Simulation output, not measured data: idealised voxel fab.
The document below concerns the process module designated voxel self aligned contacts.
It is cross-section cut that appears here, measuring 235 nm in width, its square cells being 5 nm in size.
Each cross-section below is a grid of square cells, stated as bands in top-down order, with one or more rows of cells making up each band. It is stipulated that each band's entry specify, in nanometres, the height of the top of the band and then that of its bottom, followed by the materials of the band in left-to-right sequence, each together with its width in nanometres. A single material marked by the word "throughout" is understood to fill the band from edge to edge; the word "air" is understood to denote empty space. Height datum 0, below which the as-received substrate wafer is one material. Lowest band open at the bottom, running downward: "top 0, no bottom". Per-row width for "30->40": begins at first number (top row of band), ends at second number (bottom row), increment between rows held constant. A step reported as "remains unaltered" is a step in which no cell of the cross-section changed. Heads up: "Sealed void list" only lists the empty pockets with no open path to the top that are 8 cells or more, and it writes them as width x height at distance, distance from the left edge, in nm. On a step's line, text after the settings is the simulator commenting on that step. The line of a step may include "overlay nm". On a step with a mask, this value is how far to the right of its planned place the mask lay. A negative value means the mask lay to the left.
### So here's the lineup of process steps we planned
- 1: op RECEIVE | material Si
- 2: op CONFORMAL_DEP | material SiO2 | thk nm 5
- 3: op DIRECTIONAL_DEP | material polySi | thk nm 30
- 4: op DIRECTIONAL_DEP | material SiN | thk nm 20
- 5: op DIRECTIONAL_DEP | material aC | thk nm 10
- 6: op PATTERN | tone cover | mask id GATE | material resist | width nm 30 | pitch nm 65 | thk nm 25 | overlay nm 0
- 7: op DIRECTIONAL_ETCH | etch materials aC | depth nm 10
- 8: op STRIP | etch materials resist
- 9: op DIRECTIONAL_ETCH | etch materials SiN | depth nm 20
- 10: op DIRECTIONAL_ETCH | etch materials polySi | depth nm 30
- 11: op STRIP | etch materials aC
- 12: op CONFORMAL_DEP | material SiN | thk nm 10
- 13: op DIRECTIONAL_ETCH | etch materials SiN | depth nm 10
- 14: op FILL_DEP | material SiO2 | thk nm 15
- 15: op CMP | height nm 65
- 16: op PATTERN | tone open | mask id CONTACT | material resist | width nm 45 | thk nm 20 | overlay nm 0
- 17: op DIRECTIONAL_ETCH | etch materials SiO2 | depth nm 65
- 18: op STRIP | etch materials resist
- 19: op CONFORMAL_DEP | material TiN | thk nm 5
- 20: op FILL_DEP | material Ru | thk nm 5
- 21: op CMP | height nm 65
- 22: op CONFORMAL_DEP | material SiN | thk nm 5
### First of two wafers - as planned
### Wafer at receipt (post step 1), cross-section
- top 0, no bottom = Si throughout
- Sealed void list: none
### You're looking at a cross-section of the wafer after step 2
- top 5, bottom 0 = SiO2 throughout
- For the remainder of the cross-section, below 0, there is no change.
### You're looking at a cross-section of the wafer after step 3
- top 35, bottom 5 = polySi throughout
- For the remainder of the cross-section, below 5, there is no change.
### You're looking at a cross-section of the wafer after step 4
- top 55, bottom 35 = SiN throughout
- For the remainder of the cross-section, below 35, there is no change.
### You're looking at a cross-section of the wafer after step 5
- top 65, bottom 55 = aC throughout
- For the remainder of the cross-section, below 55, there is no change.
### You're looking at a cross-section of the wafer after step 6
- top 90, bottom 65 = 70 air; 30 resist; 35 air; 30 resist; 70 air
- For the remainder of the cross-section, below 65, there is no change.
### You're looking at a cross-section of the wafer after step 7
- top 80, bottom 65 = 70 air; 30 resist; 35 air; 30 resist; 70 air
- top 65, bottom 55 = 70 air; 30 aC; 35 air; 30 aC; 70 air
- For the remainder of the cross-section, below 55, there is no change.
### You're looking at a cross-section of the wafer after step 8
- top 65, bottom 55 = 70 air; 30 aC; 35 air; 30 aC; 70 air
- For the remainder of the cross-section, below 55, there is no change.
### You're looking at a cross-section of the wafer after step 9
- top 65, bottom 55 = 70 air; 30 aC; 35 air; 30 aC; 70 air
- top 55, bottom 35 = 70 air; 30 SiN; 35 air; 30 SiN; 70 air
- For the remainder of the cross-section, below 35, there is no change.
### You're looking at a cross-section of the wafer after step 10
- top 65, bottom 55 = 70 air; 30 aC; 35 air; 30 aC; 70 air
- top 55, bottom 35 = 70 air; 30 SiN; 35 air; 30 SiN; 70 air
- top 35, bottom 5 = 70 air; 30 polySi; 35 air; 30 polySi; 70 air
- For the remainder of the cross-section, below 5, there is no change.
### You're looking at a cross-section of the wafer after step 11
- top 55, bottom 35 = 70 air; 30 SiN; 35 air; 30 SiN; 70 air
- For the remainder of the cross-section, below 35, there is no change.
### You're looking at a cross-section of the wafer after step 12
- top 65, bottom 35 = 60 air; 50 SiN; 15 air; 50 SiN; 60 air
- top 35, bottom 15 = 60 air; 10 SiN; 30 polySi; 10 SiN; 15 air; 10 SiN; 30 polySi; 10 SiN; 60 air
- top 15, bottom 5 = 70 SiN; 30 polySi; 35 SiN; 30 polySi; 70 SiN
- For the remainder of the cross-section, below 5, there is no change.
### You're looking at a cross-section of the wafer after step 13
- top 55, bottom 35 = 60 air; 50 SiN; 15 air; 50 SiN; 60 air
- top 35, bottom 5 = 60 air; 10 SiN; 30 polySi; 10 SiN; 15 air; 10 SiN; 30 polySi; 10 SiN; 60 air
- For the remainder of the cross-section, below 5, there is no change.
### You're looking at a cross-section of the wafer after step 14
- top 70, bottom 55 = SiO2 throughout
- top 55, bottom 35 = 60 SiO2; 50 SiN; 15 SiO2; 50 SiN; 60 SiO2
- top 35, bottom 5 = 60 SiO2; 10 SiN; 30 polySi; 10 SiN; 15 SiO2; 10 SiN; 30 polySi; 10 SiN; 60 SiO2
- For the remainder of the cross-section, below 5, there is no change.
### You're looking at a cross-section of the wafer after step 15
- top 65, bottom 55 = SiO2 throughout
- For the remainder of the cross-section, below 55, there is no change.
### You're looking at a cross-section of the wafer after step 16
- top 85, bottom 65 = 95 resist; 45 air; 95 resist
- For the remainder of the cross-section, below 65, there is no change.
### You're looking at a cross-section of the wafer after step 17
- top 85, bottom 65 = 95 resist; 45 air; 95 resist
- top 65, bottom 55 = 95 SiO2; 45 air; 95 SiO2
- top 55, bottom 35 = 60 SiO2; 50 SiN; 15 air; 50 SiN; 60 SiO2
- top 35, bottom 5 = 60 SiO2; 10 SiN; 30 polySi; 10 SiN; 15 air; 10 SiN; 30 polySi; 10 SiN; 60 SiO2
- top 5, bottom 0 = 110 SiO2; 15 air; 110 SiO2
- For the remainder of the cross-section, below 0, there is no change.
### You're looking at a cross-section of the wafer after step 18
- top 65, bottom 55 = 95 SiO2; 45 air; 95 SiO2
- For the remainder of the cross-section, below 55, there is no change.
### You're looking at a cross-section of the wafer after step 19
- top 70, bottom 65 = 100 TiN; 35 air; 100 TiN
- top 65, bottom 55 = 95 SiO2; 5->20 TiN; 35->5 air; 5->20 TiN; 95 SiO2
- top 55, bottom 35 = 60 SiO2; 50 SiN; 5 TiN; 5 air; 5 TiN; 50 SiN; 60 SiO2
- top 35, bottom 5 = 60 SiO2; 10 SiN; 30 polySi; 10 SiN; 5 TiN; 5 air; 5 TiN; 10 SiN; 30 polySi; 10 SiN; 60 SiO2
- top 5, bottom 0 = 110 SiO2; 15 TiN; 110 SiO2
- For the remainder of the cross-section, below 0, there is no change.
### You're looking at a cross-section of the wafer after step 20
- top 75, bottom 70 = Ru throughout
- top 70, bottom 65 = 100 TiN; 35 Ru; 100 TiN
- top 65, bottom 55 = 95 SiO2; 5->20 TiN; 35->5 Ru; 5->20 TiN; 95 SiO2
- top 55, bottom 35 = 60 SiO2; 50 SiN; 5 TiN; 5 Ru; 5 TiN; 50 SiN; 60 SiO2
- top 35, bottom 5 = 60 SiO2; 10 SiN; 30 polySi; 10 SiN; 5 TiN; 5 Ru; 5 TiN; 10 SiN; 30 polySi; 10 SiN; 60 SiO2
- For the remainder of the cross-section, below 5, there is no change.
### You're looking at a cross-section of the wafer after step 21
- top 65, bottom 55 = 95 SiO2; 5->20 TiN; 35->5 Ru; 5->20 TiN; 95 SiO2
- For the remainder of the cross-section, below 55, there is no change.
### You're looking at a cross-section of the wafer after step 22
- top 70, bottom 65 = SiN throughout
- For the remainder of the cross-section, below 65, there is no change.
### Second wafer, same starting state and plan as the first, one mistake in the run, identical through step 15
### Second wafer, cross-section, planned end of step 16
- top 85, bottom 65 = 100 resist; 35 air; 100 resist
- For the remainder of the cross-section, below 65, there is no change.
### Second wafer, cross-section, planned end of step 17
- top 85, bottom 65 = 100 resist; 35 air; 100 resist
- top 65, bottom 55 = 100 SiO2; 35 air; 100 SiO2
- top 55, bottom 35 = 60 SiO2; 50 SiN; 15 air; 50 SiN; 60 SiO2
- top 35, bottom 5 = 60 SiO2; 10 SiN; 30 polySi; 10 SiN; 15 air; 10 SiN; 30 polySi; 10 SiN; 60 SiO2
- top 5, bottom 0 = 110 SiO2; 15 air; 110 SiO2
- For the remainder of the cross-section, below 0, there is no change.
### Second wafer, cross-section, planned end of step 18
- top 65, bottom 55 = 100 SiO2; 35 air; 100 SiO2
- For the remainder of the cross-section, below 55, there is no change.
### Second wafer, cross-section, planned end of step 19
- top 70, bottom 65 = 105 TiN; 25 air; 105 TiN
- top 65, bottom 55 = 100 SiO2; 5->15 TiN; 25->5 air; 5->15 TiN; 100 SiO2
- top 55, bottom 35 = 60 SiO2; 50 SiN; 5 TiN; 5 air; 5 TiN; 50 SiN; 60 SiO2
- top 35, bottom 5 = 60 SiO2; 10 SiN; 30 polySi; 10 SiN; 5 TiN; 5 air; 5 TiN; 10 SiN; 30 polySi; 10 SiN; 60 SiO2
- top 5, bottom 0 = 110 SiO2; 15 TiN; 110 SiO2
- For the remainder of the cross-section, below 0, there is no change.
### Second wafer, cross-section, planned end of step 20
- top 75, bottom 70 = Ru throughout
- top 70, bottom 65 = 105 TiN; 25 Ru; 105 TiN
- top 65, bottom 55 = 100 SiO2; 5->15 TiN; 25->5 Ru; 5->15 TiN; 100 SiO2
- top 55, bottom 35 = 60 SiO2; 50 SiN; 5 TiN; 5 Ru; 5 TiN; 50 SiN; 60 SiO2
- top 35, bottom 5 = 60 SiO2; 10 SiN; 30 polySi; 10 SiN; 5 TiN; 5 Ru; 5 TiN; 10 SiN; 30 polySi; 10 SiN; 60 SiO2
- For the remainder of the cross-section, below 5, there is no change.
### Second wafer, cross-section, planned end of step 21
- top 65, bottom 55 = 100 SiO2; 5->15 TiN; 25->5 Ru; 5->15 TiN; 100 SiO2
- For the remainder of the cross-section, below 55, there is no change.
### Second wafer, cross-section, planned end of step 22
- top 70, bottom 65 = SiN throughout
- For the remainder of the cross-section, below 65, there is no change.
Error vs. plan: step 16 deviated from plan and actually ran as op PATTERN | tone open | mask id CONTACT | material resist | width nm 35 | thk nm 20 | overlay nm 0
Materials where the second wafer ends with more or fewer cells than the first: -2 Ru; +4 SiO2; -2 TiN
